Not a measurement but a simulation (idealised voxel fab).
process module | voxel fin reveal
cross-section cut | 245 nm wide | cells 5 nm
A cross-section is a grid of square cells, given in bands from the top down. A band is one or more rows of cells.
Each band's line starts with the height of the band's top and of its bottom, in nm. Then come its materials from left to right, each with its width in nm. One material with "throughout" fills the band from edge to edge. "air" is empty space.
Height 0 is the level under which the wafer as received is all one material. The lowest band goes on downwards, as in "0 down".
A width such as "30 to 40" changes by the same amount from each row of cells to the next, from the band's top row to its bottom row.
"no change" after a step means that no cell of the cross-section changed.
closed voids: empty space of 8 cells or more with no open way to the top, each as width x height at its distance from the left edge, in nm
after a step's settings: what the simulator itself notes on the step
overlay nm, on a step with a mask: how far to the right of its planned place the mask lay; to the left if negative
plan
1 op RECEIVE | material Si
2 op CONFORMAL_DEP | material SiN | thk nm 10
3 op MASKED_ETCH | tone cover | mask id FINS | width nm 15 | pitch nm 40 | etch materials SiN | depth nm 10 | overlay nm 0
4 op MASKED_ETCH | tone cover | mask id FINS | width nm 15 | pitch nm 40 | etch materials Si | depth nm 35 | overlay nm -15
5 op OXIDIZE | depth nm 5
6 op FILL_DEP | material SiO2 | thk nm 15
7 op CMP | height nm 10
8 op SELECTIVE_ETCH | etch materials SiO2 | depth nm 30
9 op STRIP | etch materials SiN
varied across the wafers: overlay nm of step 4. The plan shows the first wafer's value. All wafers start alike
first wafer as received, after step 1
  0 down: Si throughout
  closed voids: none
each wafer at the end: cells of each material gained (+) or lost (-) since it was received, then its closed voids
overlay nm -15 | -334 Si | +164 SiO2 | closed voids: none
overlay nm -10 | -348 Si | +172 SiO2 | closed voids: none
overlay nm -5 | -362 Si | +180 SiO2 | closed voids: none
overlay nm 0 | -376 Si | +188 SiO2 | closed voids: none
overlay nm 5 | -362 Si | +180 SiO2 | closed voids: none
overlay nm 10 | -348 Si | +172 SiO2 | closed voids: none
overlay nm 15 | -334 Si | +164 SiO2 | closed voids: none
